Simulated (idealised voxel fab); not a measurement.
Module name: voxel lift off (process module)
It is cross-section cut that appears here, measuring 260 nm in width, its square cells being 5 nm in size.
Cross-section = grid of square cells, listed top down in bands; band = one or more rows.
Top height, bottom height, nm. Materials left to right, width each, nm. Single material + "full width" = fills band edge to edge. "blank" = empty.
Where do heights start? At 0: under that level the wafer as delivered is made of one material only. And the lowest band has no floor; it just carries on downward, as in "0 -> down".
Graded width ("30 to 40"): value in top row of band = first number; value in bottom row = second number; row-to-row change constant.
Key: "nothing was modified" - step with no changed cell in the cross-section.
Fully sealed voids: empty space of 8 cells or more with no open way to the top, each as width x height at its distance from the left edge, in nm
If you see something after the settings on a step's line, that's the simulator's own remark about that step.
overlay nm: how far to the right of its planned place the mask lay on this masked step (negative: to the left).

**plan**
- 1: RECEIVE | material Si
- 2: CONFORMAL_DEP | material SiO2 | thk nm 5
- 3: PATTERN | tone open | mask id LINES | material resist | width nm 25 | pitch nm 45 | thk nm 20 | overlay nm 0
- 4: DIRECTIONAL_DEP | material Ru | thk nm 10
- 5: STRIP | etch materials resist
- 6: CONFORMAL_DEP | material SiCN | thk nm 10

**Of two wafers, the first: run according to plan**

**Received-state cross-section, reflecting completion of step 1**
> 0 -> down = Si full width
> Fully sealed voids: none

**Wafer xsec, post step 2**
> 5 -> 0 = SiO2 full width
> No changes below 0.

**Wafer xsec, post step 3**
> 25 -> 5 = resist (70) | blank (25) | resist (20) | blank (25) | resist (20) | blank (25) | resist (75)
> No changes below 5.

**Wafer xsec, post step 4**
> 35 -> 25 = Ru (70) | blank (25) | Ru (20) | blank (25) | Ru (20) | blank (25) | Ru (75)
> 25 -> 15 = resist (70) | blank (25) | resist (20) | blank (25) | resist (20) | blank (25) | resist (75)
> 15 -> 5 = resist (70) | Ru (25) | resist (20) | Ru (25) | resist (20) | Ru (25) | resist (75)
> No changes below 5.

**Wafer xsec, post step 5**
> 15 -> 5 = blank (70) | Ru (25) | blank (20) | Ru (25) | blank (20) | Ru (25) | blank (75)
> No changes below 5.

**Wafer xsec, post step 6**
> 25 -> 15 = blank (60) | SiCN (135) | blank (65)
> 15 -> 5 = SiCN (70) | Ru (25) | SiCN (20) | Ru (25) | SiCN (20) | Ru (25) | SiCN (75)
> No changes below 5.

**second wafer: like start, like plan, one mistake. Through step 2 it matches the first wafer**

**Second wafer, cross-section, planned end of step 3**
> 25 -> 5 = blank (70) | resist (25) | blank (20) | resist (25) | blank (20) | resist (25) | blank (75)
> No changes below 5.

**Second wafer, cross-section, planned end of step 4**
> 35 -> 25 = blank (70) | Ru (25) | blank (20) | Ru (25) | blank (20) | Ru (25) | blank (75)
> 25 -> 15 = blank (70) | resist (25) | blank (20) | resist (25) | blank (20) | resist (25) | blank (75)
> 15 -> 5 = Ru (70) | resist (25) | Ru (20) | resist (25) | Ru (20) | resist (25) | Ru (75)
> No changes below 5.

**Second wafer, cross-section, planned end of step 5**
> 15 -> 5 = Ru (70) | blank (25) | Ru (20) | blank (25) | Ru (20) | blank (25) | Ru (75)
> No changes below 5.

**Second wafer, cross-section, planned end of step 6**
> 25 -> 15 = SiCN (80) | blank (5) | SiCN (40) | blank (5) | SiCN (40) | blank (5) | SiCN (85)
> 15 -> 5 = Ru (70) | SiCN (25) | Ru (20) | SiCN (25) | Ru (20) | SiCN (25) | Ru (75)
> No changes below 5.
Want to know what went wrong? step 3 was run on a setting that differed from the plan, and what really ran there is PATTERN | tone cover | mask id LINES | material resist | width nm 25 | pitch nm 45 | thk nm 20 | overlay nm 0
at the end the second wafer has, in cells: 44 more of Ru
